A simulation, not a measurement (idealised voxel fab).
Presented below is a process module, voxel plated lines.
Section shown: cut. Width: 215 nm. Cell size: 5 nm, square.
Notation: cross-section as square-cell grid; stated in bands, top first, going down; one or more cell rows per band. This entry defines a band. It first specifies the height of the band's top and the height of its bottom in nm, and then specifies the band's materials from left to right, stating each material with its width in nm. The word "everywhere" identifies a single material that fills the band from edge to edge, while the word "empty" identifies empty space. Counting heights begins at 0, where everything beneath is, in the wafer as received, one material. The lowest band has no bottom; it goes on downwards, as "0 nm and below" shows. When a width is written as two numbers, as in "30 to 40", the first number is the width in the top row of cells of the band and the second is the width in its bottom row, and the width changes by the same amount from each row to the next. No cell of the cross-section changed in a step that is given as "stayed the same". "Unvented internal voids" enumerates empty spaces isolated from the top, with no open way to it, that contain at least 8 cells, giving each as width x height at distance from the left edge, all three in nm. That trailing text on a step's line, after the settings, is the simulator's own remark on the step. overlay nm: mask offset rightward from planned place, masked step; negative means leftward offset.

### The following list gives the planned process steps
1,RECEIVE, material Si
2,CONFORMAL_DEP, material SiN, thk nm 10
3,DIRECTIONAL_DEP, material TiN, thk nm 5
4,PATTERN, tone open, mask id LINES, material resist, width nm 25, pitch nm 45, thk nm 40, overlay nm 0
5,EPI, material Ru, thk nm 10
6,EPI, material Ru, thk nm 10
7,EPI, material Ru, thk nm 10
8,STRIP, etch materials resist
9,DIRECTIONAL_ETCH, etch materials TiN, depth nm 5
10,CONFORMAL_DEP, material SiCN, thk nm 10

### Run as planned: first of two wafers

### Received-state cross-section, reflecting completion of step 1
- 0 nm and below | Si everywhere
- Unvented internal voids: none

### Cross-section: wafer state after step 2
- 10 nm to 0 nm | SiN everywhere
- Below 0, the layers are the same as they were.

### Cross-section: wafer state after step 3
- 15 nm to 10 nm | TiN everywhere
- Below 10, the layers are the same as they were.

### Cross-section: wafer state after step 4
- 55 nm to 15 nm | resist=50  empty=25  resist=20  empty=25  resist=20  empty=25  resist=50
- Below 15, the layers are the same as they were.

### Cross-section: wafer state after step 5
- 55 nm to 25 nm | resist=50  empty=25  resist=20  empty=25  resist=20  empty=25  resist=50
- 25 nm to 15 nm | resist=50  Ru=25  resist=20  Ru=25  resist=20  Ru=25  resist=50
- Below 15, the layers are the same as they were.

### Cross-section: wafer state after step 6
- 55 nm to 35 nm | resist=50  empty=25  resist=20  empty=25  resist=20  empty=25  resist=50
- 35 nm to 15 nm | resist=50  Ru=25  resist=20  Ru=25  resist=20  Ru=25  resist=50
- Below 15, the layers are the same as they were.

### Cross-section: wafer state after step 7
- 55 nm to 45 nm | resist=50  empty=25  resist=20  empty=25  resist=20  empty=25  resist=50
- 45 nm to 15 nm | resist=50  Ru=25  resist=20  Ru=25  resist=20  Ru=25  resist=50
- Below 15, the layers are the same as they were.

### Cross-section: wafer state after step 8
- 45 nm to 15 nm | empty=50  Ru=25  empty=20  Ru=25  empty=20  Ru=25  empty=50
- Below 15, the layers are the same as they were.

### Cross-section: wafer state after step 9
- 45 nm to 15 nm | empty=50  Ru=25  empty=20  Ru=25  empty=20  Ru=25  empty=50
- 15 nm to 10 nm | empty=50  TiN=25  empty=20  TiN=25  empty=20  TiN=25  empty=50
- Below 10, the layers are the same as they were.

### Cross-section: wafer state after step 10
- 55 nm to 45 nm | empty=40  SiCN=135  empty=40
- 45 nm to 20 nm | empty=40  SiCN=10  Ru=25  SiCN=20  Ru=25  SiCN=20  Ru=25  SiCN=10  empty=40
- 20 nm to 15 nm | SiCN=50  Ru=25  SiCN=20  Ru=25  SiCN=20  Ru=25  SiCN=50
- 15 nm to 10 nm | SiCN=50  TiN=25  SiCN=20  TiN=25  SiCN=20  TiN=25  SiCN=50
- Below 10, the layers are the same as they were.

### Okay, second wafer. Nothing different at the start, nothing different in the plan, just one mistake somewhere in the running. As far as step 3, counting that step, it's the first wafer all over again

### Look at the second wafer in cross-section at the time step 4 ought to have finished
- 55 nm to 15 nm | empty=50  resist=25  empty=20  resist=25  empty=20  resist=25  empty=50
- Below 15, the layers are the same as they were.

### Look at the second wafer in cross-section at the time step 5 ought to have finished
- 55 nm to 25 nm | empty=50  resist=25  empty=20  resist=25  empty=20  resist=25  empty=50
- 25 nm to 15 nm | Ru=50  resist=25  Ru=20  resist=25  Ru=20  resist=25  Ru=50
- Below 15, the layers are the same as they were.

### Look at the second wafer in cross-section at the time step 6 ought to have finished
- 55 nm to 35 nm | empty=50  resist=25  empty=20  resist=25  empty=20  resist=25  empty=50
- 35 nm to 15 nm | Ru=50  resist=25  Ru=20  resist=25  Ru=20  resist=25  Ru=50
- Below 15, the layers are the same as they were.

### Look at the second wafer in cross-section at the time step 7 ought to have finished
- 55 nm to 45 nm | empty=50  resist=25  empty=20  resist=25  empty=20  resist=25  empty=50
- 45 nm to 15 nm | Ru=50  resist=25  Ru=20  resist=25  Ru=20  resist=25  Ru=50
- Below 15, the layers are the same as they were.

### Look at the second wafer in cross-section at the time step 8 ought to have finished
- 45 nm to 15 nm | Ru=50  empty=25  Ru=20  empty=25  Ru=20  empty=25  Ru=50
- Below 15, the layers are the same as they were.

### Look at the second wafer in cross-section at the time step 9 ought to have finished
- 45 nm to 15 nm | Ru=50  empty=25  Ru=20  empty=25  Ru=20  empty=25  Ru=50
- 15 nm to 10 nm | TiN=50  empty=25  TiN=20  empty=25  TiN=20  empty=25  TiN=50
- Below 10, the layers are the same as they were.

### Look at the second wafer in cross-section at the time step 10 ought to have finished
- 55 nm to 45 nm | SiCN=60  empty=5  SiCN=40  empty=5  SiCN=40  empty=5  SiCN=60
- 45 nm to 20 nm | Ru=50  SiCN=10  empty=5  SiCN=10  Ru=20  SiCN=10  empty=5  SiCN=10  Ru=20  SiCN=10  empty=5  SiCN=10  Ru=50
- 20 nm to 15 nm | Ru=50  SiCN=25  Ru=20  SiCN=25  Ru=20  SiCN=25  Ru=50
- 15 nm to 10 nm | TiN=50  SiCN=25  TiN=20  SiCN=25  TiN=20  SiCN=25  TiN=50
- Below 10, the layers are the same as they were.
Which mistake was made when the wafer was run? it should be noted that step 4 was executed with settings other than those planned, the operation and settings actually applied being PATTERN, tone cover, mask id LINES, material resist, width nm 25, pitch nm 45, thk nm 40, overlay nm 0
Looking at both finished wafers in cells, the second ends up ahead of or behind the first on some materials: Ru +78 | TiN +13
